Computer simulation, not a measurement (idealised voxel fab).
This section sets out a process module, namely voxel wiring stack.
Square cell edge 5 nm, section width 190 nm, ID cut.
A cross-section is a grid of square cells, given in bands from the top down. A band is one or more rows of cells.
A band entry consists of two parts. The first gives the height of the band's top and the height of its bottom, in nm. The rest lists the band's materials from left to right, each with its width in nm. A single material labelled with the word "all across" fills the band from edge to edge, and the word "air" marks empty space.
Measure heights from 0. That's the level where, below it, the as-received wafer is all one material. The lowest band is bottomless and extends downward; write it as in "0 -> down".
Read "30..40" as a graded width: first number on top, second number at the bottom, same change between each pair of neighbouring rows.
"remained unchanged" -> step changed no cross-section cell.
In the "Fully sealed voids" entry, you get each enclosed empty space of 8 cells or more, one with no open way to the top, written width x height at distance, distance from the left edge, in nm.
Formally, on a step line, whatever follows the settings is a remark that the simulator itself makes on the step.
overlay nm: mask right of planned place by this much (step with mask). Neg. = left.
Read each pair as before and after one process step. The after cross-section shows only down to the lowest band that changed. The step between them and its settings are given below the pair. Pairs can come from different runs of this module on the same starting wafer. A pair continues from the pair above only where its "Incoming structure" entry says so.

Incoming structure
	0 -> down: Si all across
	Fully sealed voids: none

Step Outcome
	10 -> 0: SiO2 all across
	At heights below 0, the structure remains unaltered.
	Fully sealed voids: none
Between before and after above, the operation and settings are CONFORMAL_DEP [material SiO2] [thk nm 10]

Incoming structure: after-step cross-section of the pair just above applies.

Step Outcome
	15 -> 10: SiCN all across
	At heights below 10, the structure remains unaltered.
	Fully sealed voids: none
Between before and after above, the operation and settings are CONFORMAL_DEP [material SiCN] [thk nm 5]

Incoming structure: after-step cross-section of the pair just above applies.

Step Outcome
	40 -> 15: lowk all across
	At heights below 15, the structure remains unaltered.
	Fully sealed voids: none
Between before and after above, the operation and settings are DIRECTIONAL_DEP [material lowk] [thk nm 25]

Incoming structure: after-step cross-section of the pair just above applies.

Step Outcome
	55 -> 40: aC all across
	At heights below 40, the structure remains unaltered.
	Fully sealed voids: none
Between before and after above, the operation and settings are DIRECTIONAL_DEP [material aC] [thk nm 15]

Incoming structure: after-step cross-section of the pair just above applies.

Step Outcome
	90 -> 55: resist 25 nm | air 20 nm | resist 20 nm | air 20 nm | resist 20 nm | air 20 nm | resist 20 nm | air 20 nm | resist 25 nm
	At heights below 55, the structure remains unaltered.
	Fully sealed voids: none
Between before and after above, the operation and settings are PATTERN [tone open] [mask id METAL_1] [material resist] [width nm 20] [pitch nm 40] [thk nm 35] [overlay nm 0]

Incoming structure: after-step cross-section of the pair just above applies.

Step Outcome
	75 -> 55: resist 25 nm | air 20 nm | resist 20 nm | air 20 nm | resist 20 nm | air 20 nm | resist 20 nm | air 20 nm | resist 25 nm
	55 -> 40: aC 25 nm | air 20 nm | aC 20 nm | air 20 nm | aC 20 nm | air 20 nm | aC 20 nm | air 20 nm | aC 25 nm
	At heights below 40, the structure remains unaltered.
	Fully sealed voids: none
Between before and after above, the operation and settings are DIRECTIONAL_ETCH [etch materials aC] [depth nm 15]

Incoming structure: after-step cross-section of the pair just above applies.

Step Outcome
	55 -> 40: aC 25 nm | air 20 nm | aC 20 nm | air 20 nm | aC 20 nm | air 20 nm | aC 20 nm | air 20 nm | aC 25 nm
	At heights below 40, the structure remains unaltered.
	Fully sealed voids: none
Between before and after above, the operation and settings are STRIP [etch materials resist]

Incoming structure: after-step cross-section of the pair just above applies.

Step Outcome
	55 -> 40: aC 25 nm | air 20 nm | aC 20 nm | air 20 nm | aC 20 nm | air 20 nm | aC 20 nm | air 20 nm | aC 25 nm
	40 -> 15: lowk 25 nm | air 20 nm | lowk 20 nm | air 20 nm | lowk 20 nm | air 20 nm | lowk 20 nm | air 20 nm | lowk 25 nm
	At heights below 15, the structure remains unaltered.
	Fully sealed voids: none
Between before and after above, the operation and settings are DIRECTIONAL_ETCH [etch materials lowk] [depth nm 25]

Incoming structure: after-step cross-section of the pair just above applies.

Step Outcome
	55 -> 40: aC 25 nm | air 20 nm | aC 20 nm | air 20 nm | aC 20 nm | air 20 nm | aC 20 nm | air 20 nm | aC 25 nm
	40 -> 15: lowk 25 nm | air 20 nm | lowk 20 nm | air 20 nm | lowk 20 nm | air 20 nm | lowk 20 nm | air 20 nm | lowk 25 nm
	15 -> 10: SiCN 25 nm | air 20 nm | SiCN 20 nm | air 20 nm | SiCN 20 nm | air 20 nm | SiCN 20 nm | air 20 nm | SiCN 25 nm
	At heights below 10, the structure remains unaltered.
	Fully sealed voids: none
Between before and after above, the operation and settings are DIRECTIONAL_ETCH [etch materials SiCN] [depth nm 5]

Incoming structure: after-step cross-section of the pair just above applies.

Step Outcome
	40 -> 15: lowk 25 nm | air 20 nm | lowk 20 nm | air 20 nm | lowk 20 nm | air 20 nm | lowk 20 nm | air 20 nm | lowk 25 nm
	At heights below 15, the structure remains unaltered.
	Fully sealed voids: none
Between before and after above, the operation and settings are STRIP [etch materials aC]

Incoming structure: after-step cross-section of the pair just above applies.

Step Outcome
	45 -> 40: TiN 30 nm | air 10 nm | TiN 30 nm | air 10 nm | TiN 30 nm | air 10 nm | TiN 30 nm | air 10 nm | TiN 30 nm
	40 -> 15: lowk 25 nm | TiN 5 nm | air 10 nm | TiN 5 nm | lowk 20 nm | TiN 5 nm | air 10 nm | TiN 5 nm | lowk 20 nm | TiN 5 nm | air 10 nm | TiN 5 nm | lowk 20 nm | TiN 5 nm | air 10 nm | TiN 5 nm | lowk 25 nm
	15 -> 10: SiCN 25 nm | TiN 20 nm | SiCN 20 nm | TiN 20 nm | SiCN 20 nm | TiN 20 nm | SiCN 20 nm | TiN 20 nm | SiCN 25 nm
	At heights below 10, the structure remains unaltered.
	Fully sealed voids: none
Between before and after above, the operation and settings are CONFORMAL_DEP [material TiN] [thk nm 5]

Incoming structure: after-step cross-section of the pair just above applies.

Step Outcome
	50 -> 45: Ru all across
	45 -> 40: TiN 30 nm | Ru 10 nm | TiN 30 nm | Ru 10 nm | TiN 30 nm | Ru 10 nm | TiN 30 nm | Ru 10 nm | TiN 30 nm
	40 -> 15: lowk 25 nm | TiN 5 nm | Ru 10 nm | TiN 5 nm | lowk 20 nm | TiN 5 nm | Ru 10 nm | TiN 5 nm | lowk 20 nm | TiN 5 nm | Ru 10 nm | TiN 5 nm | lowk 20 nm | TiN 5 nm | Ru 10 nm | TiN 5 nm | lowk 25 nm
	At heights below 15, the structure remains unaltered.
	Fully sealed voids: none
Between before and after above, the operation and settings are FILL_DEP [material Ru] [thk nm 5]

Incoming structure: after-step cross-section of the pair just above applies.

Step Outcome
	40 -> 15: lowk 25 nm | TiN 5 nm | Ru 10 nm | TiN 5 nm | lowk 20 nm | TiN 5 nm | Ru 10 nm | TiN 5 nm | lowk 20 nm | TiN 5 nm | Ru 10 nm | TiN 5 nm | lowk 20 nm | TiN 5 nm | Ru 10 nm | TiN 5 nm | lowk 25 nm
	At heights below 15, the structure remains unaltered.
	Fully sealed voids: none
Between before and after above, the operation and settings are CMP [height nm 40]

Incoming structure: after-step cross-section of the pair just above applies.

Step Outcome
	45 -> 40: SiCN all across
	At heights below 40, the structure remains unaltered.
	Fully sealed voids: none
Between before and after above, the operation and settings are CONFORMAL_DEP [material SiCN] [thk nm 5]

Incoming structure: after-step cross-section of the pair just above applies.

Step Outcome
	60 -> 45: lowk all across
	At heights below 45, the structure remains unaltered.
	Fully sealed voids: none
Between before and after above, the operation and settings are DIRECTIONAL_DEP [material lowk] [thk nm 15]

Incoming structure: after-step cross-section of the pair just above applies.

Step Outcome
	75 -> 60: aC all across
	At heights below 60, the structure remains unaltered.
	Fully sealed voids: none
Between before and after above, the operation and settings are DIRECTIONAL_DEP [material aC] [thk nm 15]

Incoming structure: after-step cross-section of the pair just above applies.

Step Outcome
	110 -> 75: resist 25 nm | air 15 nm | resist 25 nm | air 15 nm | resist 25 nm | air 15 nm | resist 25 nm | air 15 nm | resist 30 nm
	At heights below 75, the structure remains unaltered.
	Fully sealed voids: none
Between before and after above, the operation and settings are PATTERN [tone open] [mask id PLUG_1] [material resist] [width nm 15] [pitch nm 40] [thk nm 35] [overlay nm 0]

Incoming structure: after-step cross-section of the pair just above applies.

Step Outcome
	95 -> 75: resist 25 nm | air 15 nm | resist 25 nm | air 15 nm | resist 25 nm | air 15 nm | resist 25 nm | air 15 nm | resist 30 nm
	75 -> 60: aC 25 nm | air 15 nm | aC 25 nm | air 15 nm | aC 25 nm | air 15 nm | aC 25 nm | air 15 nm | aC 30 nm
	At heights below 60, the structure remains unaltered.
	Fully sealed voids: none
Between before and after above, the operation and settings are DIRECTIONAL_ETCH [etch materials aC] [depth nm 15]

Incoming structure: after-step cross-section of the pair just above applies.

Step Outcome
	75 -> 60: aC 25 nm | air 15 nm | aC 25 nm | air 15 nm | aC 25 nm | air 15 nm | aC 25 nm | air 15 nm | aC 30 nm
	At heights below 60, the structure remains unaltered.
	Fully sealed voids: none
Between before and after above, the operation and settings are STRIP [etch materials resist]

Incoming structure: after-step cross-section of the pair just above applies.

Step Outcome
	75 -> 60: aC 25 nm | air 15 nm | aC 25 nm | air 15 nm | aC 25 nm | air 15 nm | aC 25 nm | air 15 nm | aC 30 nm
	60 -> 45: lowk 25 nm | air 15 nm | lowk 25 nm | air 15 nm | lowk 25 nm | air 15 nm | lowk 25 nm | air 15 nm | lowk 30 nm
	At heights below 45, the structure remains unaltered.
	Fully sealed voids: none
Between before and after above, the operation and settings are DIRECTIONAL_ETCH [etch materials lowk] [depth nm 15]

Incoming structure: after-step cross-section of the pair just above applies.

Step Outcome
	75 -> 60: aC 25 nm | air 15 nm | aC 25 nm | air 15 nm | aC 25 nm | air 15 nm | aC 25 nm | air 15 nm | aC 30 nm
	60 -> 45: lowk 25 nm | air 15 nm | lowk 25 nm | air 15 nm | lowk 25 nm | air 15 nm | lowk 25 nm | air 15 nm | lowk 30 nm
	45 -> 40: SiCN 25 nm | air 15 nm | SiCN 25 nm | air 15 nm | SiCN 25 nm | air 15 nm | SiCN 25 nm | air 15 nm | SiCN 30 nm
	At heights below 40, the structure remains unaltered.
	Fully sealed voids: none
Between before and after above, the operation and settings are DIRECTIONAL_ETCH [etch materials SiCN] [depth nm 5]

Incoming structure: after-step cross-section of the pair just above applies.

Step Outcome
	60 -> 45: lowk 25 nm | air 15 nm | lowk 25 nm | air 15 nm | lowk 25 nm | air 15 nm | lowk 25 nm | air 15 nm | lowk 30 nm
	At heights below 45, the structure remains unaltered.
	Fully sealed voids: none
Between before and after above, the operation and settings are STRIP [etch materials aC]

Incoming structure: after-step cross-section of the pair just above applies.

Step Outcome
	60 -> 50: lowk 25 nm | air 15 nm | lowk 25 nm | air 15 nm | lowk 25 nm | air 15 nm | lowk 25 nm | air 15 nm | lowk 30 nm
	50 -> 45: lowk 25 nm | Ru 15 nm | lowk 25 nm | Ru 15 nm | lowk 25 nm | Ru 15 nm | lowk 25 nm | Ru 15 nm | lowk 30 nm
	45 -> 40: SiCN 25 nm | Ru 15 nm | SiCN 25 nm | Ru 15 nm | SiCN 25 nm | Ru 15 nm | SiCN 25 nm | Ru 15 nm | SiCN 30 nm
	At heights below 40, the structure remains unaltered.
	Fully sealed voids: none
Between before and after above, the operation and settings are EPI [material Ru] [thk nm 10]

Incoming structure: after-step cross-section of the pair just above applies.

Step Outcome
	60 -> 45: lowk 25 nm | Ru 15 nm | lowk 25 nm | Ru 15 nm | lowk 25 nm | Ru 15 nm | lowk 25 nm | Ru 15 nm | lowk 30 nm
	At heights below 45, the structure remains unaltered.
	Fully sealed voids: none
Between before and after above, the operation and settings are EPI [material Ru] [thk nm 10]

Incoming structure: after-step cross-section of the pair just above applies.

Step Outcome
	65 -> 60: SiN all across
	At heights below 60, the structure remains unaltered.
	Fully sealed voids: none
Between before and after above, the operation and settings are CONFORMAL_DEP [material SiN] [thk nm 5]

Incoming structure: after-step cross-section of the pair just above applies.

Step Outcome
	80 -> 65: SiO2 all across
	At heights below 65, the structure remains unaltered.
	Fully sealed voids: none
Between before and after above, the operation and settings are DIRECTIONAL_DEP [material SiO2] [thk nm 15]

Incoming structure: after-step cross-section of the pair just above applies.

Step Outcome
	80 -> 65: SiO2 25 nm | air 20 nm | SiO2 20 nm | air 20 nm | SiO2 20 nm | air 20 nm | SiO2 20 nm | air 20 nm | SiO2 25 nm
	At heights below 65, the structure remains unaltered.
	Fully sealed voids: none
Between before and after above, the operation and settings are MASKED_ETCH [tone open] [mask id METAL_2] [width nm 20] [pitch nm 40] [etch materials SiO2] [depth nm 15] [overlay nm 0]

Incoming structure: after-step cross-section of the pair just above applies.

Step Outcome
	80 -> 65: SiO2 25 nm | air 20 nm | SiO2 20 nm | air 20 nm | SiO2 20 nm | air 20 nm | SiO2 20 nm | air 20 nm | SiO2 25 nm
	65 -> 60: SiN 25 nm | air 20 nm | SiN 20 nm | air 20 nm | SiN 20 nm | air 20 nm | SiN 20 nm | air 20 nm | SiN 25 nm
	At heights below 60, the structure remains unaltered.
	Fully sealed voids: none
Between before and after above, the operation and settings are MASKED_ETCH [tone open] [mask id METAL_2] [width nm 20] [pitch nm 40] [etch materials SiN] [depth nm 5] [overlay nm 0]

Incoming structure: after-step cross-section of the pair just above applies.

Step Outcome
	85 -> 80: TiN 30 nm | air 10 nm | TiN 30 nm | air 10 nm | TiN 30 nm | air 10 nm | TiN 30 nm | air 10 nm | TiN 30 nm
	80 -> 65: SiO2 25 nm | TiN 5 nm | air 10 nm | TiN 5 nm | SiO2 20 nm | TiN 5 nm | air 10 nm | TiN 5 nm | SiO2 20 nm | TiN 5 nm | air 10 nm | TiN 5 nm | SiO2 20 nm | TiN 5 nm | air 10 nm | TiN 5 nm | SiO2 25 nm
	65 -> 60: SiN 25 nm | TiN 20 nm | SiN 20 nm | TiN 20 nm | SiN 20 nm | TiN 20 nm | SiN 20 nm | TiN 20 nm | SiN 25 nm
	At heights below 60, the structure remains unaltered.
	Fully sealed voids: none
Between before and after above, the operation and settings are CONFORMAL_DEP [material TiN] [thk nm 5]

Incoming structure: after-step cross-section of the pair just above applies.

Step Outcome
	95 -> 85: W all across
	85 -> 80: TiN 30 nm | W 10 nm | TiN 30 nm | W 10 nm | TiN 30 nm | W 10 nm | TiN 30 nm | W 10 nm | TiN 30 nm
	80 -> 65: SiO2 25 nm | TiN 5 nm | W 10 nm | TiN 5 nm | SiO2 20 nm | TiN 5 nm | W 10 nm | TiN 5 nm | SiO2 20 nm | TiN 5 nm | W 10 nm | TiN 5 nm | SiO2 20 nm | TiN 5 nm | W 10 nm | TiN 5 nm | SiO2 25 nm
	At heights below 65, the structure remains unaltered.
	Fully sealed voids: none
Between before and after above, the operation and settings are FILL_DEP [material W] [thk nm 10]

Incoming structure: after-step cross-section of the pair just above applies.

Step Outcome
	80 -> 65: SiO2 25 nm | TiN 5 nm | W 10 nm | TiN 5 nm | SiO2 20 nm | TiN 5 nm | W 10 nm | TiN 5 nm | SiO2 20 nm | TiN 5 nm | W 10 nm | TiN 5 nm | SiO2 20 nm | TiN 5 nm | W 10 nm | TiN 5 nm | SiO2 25 nm
	At heights below 65, the structure remains unaltered.
	Fully sealed voids: none
Between before and after above, the operation and settings are CMP [height nm 80]

Incoming structure: after-step cross-section of the pair just above applies.

Step Outcome
	85 -> 80: SiN all across
	At heights below 80, the structure remains unaltered.
	Fully sealed voids: none
Between before and after above, the operation and settings are CONFORMAL_DEP [material SiN] [thk nm 5]

Incoming structure
	10 -> 0: SiO2 all across
	0 -> down: Si all across
	Fully sealed voids: none

Step Outcome
	35 -> 10: lowk all across
	At heights below 10, the structure remains unaltered.
	Fully sealed voids: none
Between before and after above, the operation and settings are DIRECTIONAL_DEP [material lowk] [thk nm 25]

Incoming structure: after-step cross-section of the pair just above applies.

Step Outcome
	50 -> 35: aC all across
	At heights below 35, the structure remains unaltered.
	Fully sealed voids: none
Between before and after above, the operation and settings are DIRECTIONAL_DEP [material aC] [thk nm 15]

Incoming structure: after-step cross-section of the pair just above applies.

Step Outcome
	85 -> 50: resist 25 nm | air 20 nm | resist 20 nm | air 20 nm | resist 20 nm | air 20 nm | resist 20 nm | air 20 nm | resist 25 nm
	At heights below 50, the structure remains unaltered.
	Fully sealed voids: none
Between before and after above, the operation and settings are PATTERN [tone open] [mask id METAL_1] [material resist] [width nm 20] [pitch nm 40] [thk nm 35] [overlay nm 0]

Incoming structure: after-step cross-section of the pair just above applies.

Step Outcome
	70 -> 50: resist 25 nm | air 20 nm | resist 20 nm | air 20 nm | resist 20 nm | air 20 nm | resist 20 nm | air 20 nm | resist 25 nm
	50 -> 35: aC 25 nm | air 20 nm | aC 20 nm | air 20 nm | aC 20 nm | air 20 nm | aC 20 nm | air 20 nm | aC 25 nm
	At heights below 35, the structure remains unaltered.
	Fully sealed voids: none
Between before and after above, the operation and settings are DIRECTIONAL_ETCH [etch materials aC] [depth nm 15]

Incoming structure: after-step cross-section of the pair just above applies.

Step Outcome
	50 -> 35: aC 25 nm | air 20 nm | aC 20 nm | air 20 nm | aC 20 nm | air 20 nm | aC 20 nm | air 20 nm | aC 25 nm
	At heights below 35, the structure remains unaltered.
	Fully sealed voids: none
Between before and after above, the operation and settings are STRIP [etch materials resist]

Incoming structure: after-step cross-section of the pair just above applies.

Step Outcome
	50 -> 35: aC 25 nm | air 20 nm | aC 20 nm | air 20 nm | aC 20 nm | air 20 nm | aC 20 nm | air 20 nm | aC 25 nm
	35 -> 10: lowk 25 nm | air 20 nm | lowk 20 nm | air 20 nm | lowk 20 nm | air 20 nm | lowk 20 nm | air 20 nm | lowk 25 nm
	At heights below 10, the structure remains unaltered.
	Fully sealed voids: none
Between before and after above, the operation and settings are DIRECTIONAL_ETCH [etch materials lowk] [depth nm 25]

Incoming structure: after-step cross-section of the pair just above applies.

Step Outcome
	35 -> 10: lowk 25 nm | air 20 nm | lowk 20 nm | air 20 nm | lowk 20 nm | air 20 nm | lowk 20 nm | air 20 nm | lowk 25 nm
	At heights below 10, the structure remains unaltered.
	Fully sealed voids: none
Between before and after above, the operation and settings are STRIP [etch materials aC]

Incoming structure: after-step cross-section of the pair just above applies.

Step Outcome
	40 -> 35: TiN 30 nm | air 10 nm | TiN 30 nm | air 10 nm | TiN 30 nm | air 10 nm | TiN 30 nm | air 10 nm | TiN 30 nm
	35 -> 15: lowk 25 nm | TiN 5 nm | air 10 nm | TiN 5 nm | lowk 20 nm | TiN 5 nm | air 10 nm | TiN 5 nm | lowk 20 nm | TiN 5 nm | air 10 nm | TiN 5 nm | lowk 20 nm | TiN 5 nm | air 10 nm | TiN 5 nm | lowk 25 nm
	15 -> 10: lowk 25 nm | TiN 20 nm | lowk 20 nm | TiN 20 nm | lowk 20 nm | TiN 20 nm | lowk 20 nm | TiN 20 nm | lowk 25 nm
	At heights below 10, the structure remains unaltered.
	Fully sealed voids: none
Between before and after above, the operation and settings are CONFORMAL_DEP [material TiN] [thk nm 5]

Incoming structure: after-step cross-section of the pair just above applies.

Step Outcome
	45 -> 40: Ru all across
	40 -> 35: TiN 30 nm | Ru 10 nm | TiN 30 nm | Ru 10 nm | TiN 30 nm | Ru 10 nm | TiN 30 nm | Ru 10 nm | TiN 30 nm
	35 -> 15: lowk 25 nm | TiN 5 nm | Ru 10 nm | TiN 5 nm | lowk 20 nm | TiN 5 nm | Ru 10 nm | TiN 5 nm | lowk 20 nm | TiN 5 nm | Ru 10 nm | TiN 5 nm | lowk 20 nm | TiN 5 nm | Ru 10 nm | TiN 5 nm | lowk 25 nm
	At heights below 15, the structure remains unaltered.
	Fully sealed voids: none
Between before and after above, the operation and settings are FILL_DEP [material Ru] [thk nm 5]

Incoming structure: after-step cross-section of the pair just above applies.

Step Outcome
	40 -> 35: TiN 30 nm | Ru 10 nm | TiN 30 nm | Ru 10 nm | TiN 30 nm | Ru 10 nm | TiN 30 nm | Ru 10 nm | TiN 30 nm
	At heights below 35, the structure remains unaltered.
	Fully sealed voids: none
Between before and after above, the operation and settings are CMP [height nm 40]

Incoming structure: after-step cross-section of the pair just above applies.

Step Outcome
	45 -> 40: SiCN all across
	At heights below 40, the structure remains unaltered.
	Fully sealed voids: none
Between before and after above, the operation and settings are CONFORMAL_DEP [material SiCN] [thk nm 5]

Incoming structure: after-step cross-section of the pair just above applies.

Step Outcome
	60 -> 45: lowk all across
	At heights below 45, the structure remains unaltered.
	Fully sealed voids: none
Between before and after above, the operation and settings are DIRECTIONAL_DEP [material lowk] [thk nm 15]

Incoming structure: after-step cross-section of the pair just above applies.

Step Outcome
	75 -> 60: aC all across
	At heights below 60, the structure remains unaltered.
	Fully sealed voids: none
Between before and after above, the operation and settings are DIRECTIONAL_DEP [material aC] [thk nm 15]

Incoming structure: after-step cross-section of the pair just above applies.

Step Outcome
	110 -> 75: resist 25 nm | air 15 nm | resist 25 nm | air 15 nm | resist 25 nm | air 15 nm | resist 25 nm | air 15 nm | resist 30 nm
	At heights below 75, the structure remains unaltered.
	Fully sealed voids: none
Between before and after above, the operation and settings are PATTERN [tone open] [mask id PLUG_1] [material resist] [width nm 15] [pitch nm 40] [thk nm 35] [overlay nm 0]

Incoming structure: after-step cross-section of the pair just above applies.

Step Outcome
	95 -> 75: resist 25 nm | air 15 nm | resist 25 nm | air 15 nm | resist 25 nm | air 15 nm | resist 25 nm | air 15 nm | resist 30 nm
	75 -> 60: aC 25 nm | air 15 nm | aC 25 nm | air 15 nm | aC 25 nm | air 15 nm | aC 25 nm | air 15 nm | aC 30 nm
	At heights below 60, the structure remains unaltered.
	Fully sealed voids: none
Between before and after above, the operation and settings are DIRECTIONAL_ETCH [etch materials aC] [depth nm 15]

Incoming structure: after-step cross-section of the pair just above applies.

Step Outcome
	75 -> 60: aC 25 nm | air 15 nm | aC 25 nm | air 15 nm | aC 25 nm | air 15 nm | aC 25 nm | air 15 nm | aC 30 nm
	At heights below 60, the structure remains unaltered.
	Fully sealed voids: none
Between before and after above, the operation and settings are STRIP [etch materials resist]

Incoming structure: after-step cross-section of the pair just above applies.

Step Outcome
	75 -> 60: aC 25 nm | air 15 nm | aC 25 nm | air 15 nm | aC 25 nm | air 15 nm | aC 25 nm | air 15 nm | aC 30 nm
	60 -> 45: lowk 25 nm | air 15 nm | lowk 25 nm | air 15 nm | lowk 25 nm | air 15 nm | lowk 25 nm | air 15 nm | lowk 30 nm
	At heights below 45, the structure remains unaltered.
	Fully sealed voids: none
Between before and after above, the operation and settings are DIRECTIONAL_ETCH [etch materials lowk] [depth nm 15]

Incoming structure: after-step cross-section of the pair just above applies.

Step Outcome
	75 -> 60: aC 25 nm | air 15 nm | aC 25 nm | air 15 nm | aC 25 nm | air 15 nm | aC 25 nm | air 15 nm | aC 30 nm
	60 -> 45: lowk 25 nm | air 15 nm | lowk 25 nm | air 15 nm | lowk 25 nm | air 15 nm | lowk 25 nm | air 15 nm | lowk 30 nm
	45 -> 40: SiCN 25 nm | air 15 nm | SiCN 25 nm | air 15 nm | SiCN 25 nm | air 15 nm | SiCN 25 nm | air 15 nm | SiCN 30 nm
	At heights below 40, the structure remains unaltered.
	Fully sealed voids: none
Between before and after above, the operation and settings are DIRECTIONAL_ETCH [etch materials SiCN] [depth nm 5]

Incoming structure: after-step cross-section of the pair just above applies.

Step Outcome
	60 -> 45: lowk 25 nm | air 15 nm | lowk 25 nm | air 15 nm | lowk 25 nm | air 15 nm | lowk 25 nm | air 15 nm | lowk 30 nm
	At heights below 45, the structure remains unaltered.
	Fully sealed voids: none
Between before and after above, the operation and settings are STRIP [etch materials aC]

Incoming structure: after-step cross-section of the pair just above applies.

Step Outcome
	60 -> 50: lowk 25 nm | air 15 nm | lowk 25 nm | air 15 nm | lowk 25 nm | air 15 nm | lowk 25 nm | air 15 nm | lowk 30 nm
	50 -> 45: lowk 25 nm | Ru 15 nm | lowk 25 nm | Ru 15 nm | lowk 25 nm | Ru 15 nm | lowk 25 nm | Ru 15 nm | lowk 30 nm
	45 -> 40: SiCN 25 nm | Ru 15 nm | SiCN 25 nm | Ru 15 nm | SiCN 25 nm | Ru 15 nm | SiCN 25 nm | Ru 15 nm | SiCN 30 nm
	At heights below 40, the structure remains unaltered.
	Fully sealed voids: none
Between before and after above, the operation and settings are EPI [material Ru] [thk nm 10]

Incoming structure: after-step cross-section of the pair just above applies.

Step Outcome
	60 -> 45: lowk 25 nm | Ru 15 nm | lowk 25 nm | Ru 15 nm | lowk 25 nm | Ru 15 nm | lowk 25 nm | Ru 15 nm | lowk 30 nm
	At heights below 45, the structure remains unaltered.
	Fully sealed voids: none
Between before and after above, the operation and settings are EPI [material Ru] [thk nm 10]

Incoming structure: after-step cross-section of the pair just above applies.

Step Outcome
	65 -> 60: SiN all across
	At heights below 60, the structure remains unaltered.
	Fully sealed voids: none
Between before and after above, the operation and settings are CONFORMAL_DEP [material SiN] [thk nm 5]

Incoming structure: after-step cross-section of the pair just above applies.

Step Outcome
	80 -> 65: SiO2 all across
	At heights below 65, the structure remains unaltered.
	Fully sealed voids: none
Between before and after above, the operation and settings are DIRECTIONAL_DEP [material SiO2] [thk nm 15]

Incoming structure: after-step cross-section of the pair just above applies.

Step Outcome
	80 -> 65: SiO2 25 nm | air 20 nm | SiO2 20 nm | air 20 nm | SiO2 20 nm | air 20 nm | SiO2 20 nm | air 20 nm | SiO2 25 nm
	At heights below 65, the structure remains unaltered.
	Fully sealed voids: none
Between before and after above, the operation and settings are MASKED_ETCH [tone open] [mask id METAL_2] [width nm 20] [pitch nm 40] [etch materials SiO2] [depth nm 15] [overlay nm 0]

Incoming structure: after-step cross-section of the pair just above applies.

Step Outcome
	80 -> 65: SiO2 25 nm | air 20 nm | SiO2 20 nm | air 20 nm | SiO2 20 nm | air 20 nm | SiO2 20 nm | air 20 nm | SiO2 25 nm
	65 -> 60: SiN 25 nm | air 20 nm | SiN 20 nm | air 20 nm | SiN 20 nm | air 20 nm | SiN 20 nm | air 20 nm | SiN 25 nm
	At heights below 60, the structure remains unaltered.
	Fully sealed voids: none
Between before and after above, the operation and settings are MASKED_ETCH [tone open] [mask id METAL_2] [width nm 20] [pitch nm 40] [etch materials SiN] [depth nm 5] [overlay nm 0]

Incoming structure: after-step cross-section of the pair just above applies.

Step Outcome
	85 -> 80: TiN 30 nm | air 10 nm | TiN 30 nm | air 10 nm | TiN 30 nm | air 10 nm | TiN 30 nm | air 10 nm | TiN 30 nm
	80 -> 65: SiO2 25 nm | TiN 5 nm | air 10 nm | TiN 5 nm | SiO2 20 nm | TiN 5 nm | air 10 nm | TiN 5 nm | SiO2 20 nm | TiN 5 nm | air 10 nm | TiN 5 nm | SiO2 20 nm | TiN 5 nm | air 10 nm | TiN 5 nm | SiO2 25 nm
	65 -> 60: SiN 25 nm | TiN 20 nm | SiN 20 nm | TiN 20 nm | SiN 20 nm | TiN 20 nm | SiN 20 nm | TiN 20 nm | SiN 25 nm
	At heights below 60, the structure remains unaltered.
	Fully sealed voids: none
Between before and after above, the operation and settings are CONFORMAL_DEP [material TiN] [thk nm 5]

Incoming structure: after-step cross-section of the pair just above applies.

Step Outcome
	95 -> 85: W all across
	85 -> 80: TiN 30 nm | W 10 nm | TiN 30 nm | W 10 nm | TiN 30 nm | W 10 nm | TiN 30 nm | W 10 nm | TiN 30 nm
	80 -> 65: SiO2 25 nm | TiN 5 nm | W 10 nm | TiN 5 nm | SiO2 20 nm | TiN 5 nm | W 10 nm | TiN 5 nm | SiO2 20 nm | TiN 5 nm | W 10 nm | TiN 5 nm | SiO2 20 nm | TiN 5 nm | W 10 nm | TiN 5 nm | SiO2 25 nm
	At heights below 65, the structure remains unaltered.
	Fully sealed voids: none
Between before and after above, the operation and settings are FILL_DEP [material W] [thk nm 10]

Incoming structure: after-step cross-section of the pair just above applies.

Step Outcome
	80 -> 65: SiO2 25 nm | TiN 5 nm | W 10 nm | TiN 5 nm | SiO2 20 nm | TiN 5 nm | W 10 nm | TiN 5 nm | SiO2 20 nm | TiN 5 nm | W 10 nm | TiN 5 nm | SiO2 20 nm | TiN 5 nm | W 10 nm | TiN 5 nm | SiO2 25 nm
	At heights below 65, the structure remains unaltered.
	Fully sealed voids: none
Between before and after above, the operation and settings are CMP [height nm 80]

Incoming structure: after-step cross-section of the pair just above applies.

Step Outcome
	85 -> 80: SiN all across
	At heights below 80, the structure remains unaltered.
	Fully sealed voids: none
Between before and after above, the operation and settings are CONFORMAL_DEP [material SiN] [thk nm 5]

Incoming structure
	60 -> 45: lowk 25 nm | Ru 15 nm | lowk 25 nm | Ru 15 nm | lowk 25 nm | Ru 15 nm | lowk 25 nm | Ru 15 nm | lowk 30 nm
	45 -> 40: SiCN 25 nm | Ru 15 nm | SiCN 25 nm | Ru 15 nm | SiCN 25 nm | Ru 15 nm | SiCN 25 nm | Ru 15 nm | SiCN 30 nm
	40 -> 15: lowk 25 nm | TiN 5 nm | Ru 10 nm | TiN 5 nm | lowk 20 nm | TiN 5 nm | Ru 10 nm | TiN 5 nm | lowk 20 nm | TiN 5 nm | Ru 10 nm | TiN 5 nm | lowk 20 nm | TiN 5 nm | Ru 10 nm | TiN 5 nm | lowk 25 nm
	15 -> 10: SiCN 25 nm | TiN 20 nm | SiCN 20 nm | TiN 20 nm | SiCN 20 nm | TiN 20 nm | SiCN 20 nm | TiN 20 nm | SiCN 25 nm
	10 -> 0: SiO2 all across
	0 -> down: Si all across
	Fully sealed voids: none

Step Outcome
	70 -> 60: air 15 nm | Ru 35 nm | air 5 nm | Ru 35 nm | air 5 nm | Ru 35 nm | air 5 nm | Ru 35 nm | air 20 nm
	At heights below 60, the structure remains unaltered.
	Fully sealed voids: none
Between before and after above, the operation and settings are EPI [material Ru] [thk nm 10]

Incoming structure: after-step cross-section of the pair just above applies.

Step Outcome
	75 -> 70: air 10 nm | SiN 165 nm | air 15 nm
	70 -> 65: air 10 nm | SiN 5 nm | Ru 35 nm | SiN 5 nm | Ru 35 nm | SiN 5 nm | Ru 35 nm | SiN 5 nm | Ru 35 nm | SiN 5 nm | air 15 nm
	65 -> 60: SiN 15 nm | Ru 35 nm | SiN 5 nm | Ru 35 nm | SiN 5 nm | Ru 35 nm | SiN 5 nm | Ru 35 nm | SiN 20 nm
	At heights below 60, the structure remains unaltered.
	Fully sealed voids: none
Between before and after above, the operation and settings are CONFORMAL_DEP [material SiN] [thk nm 5]
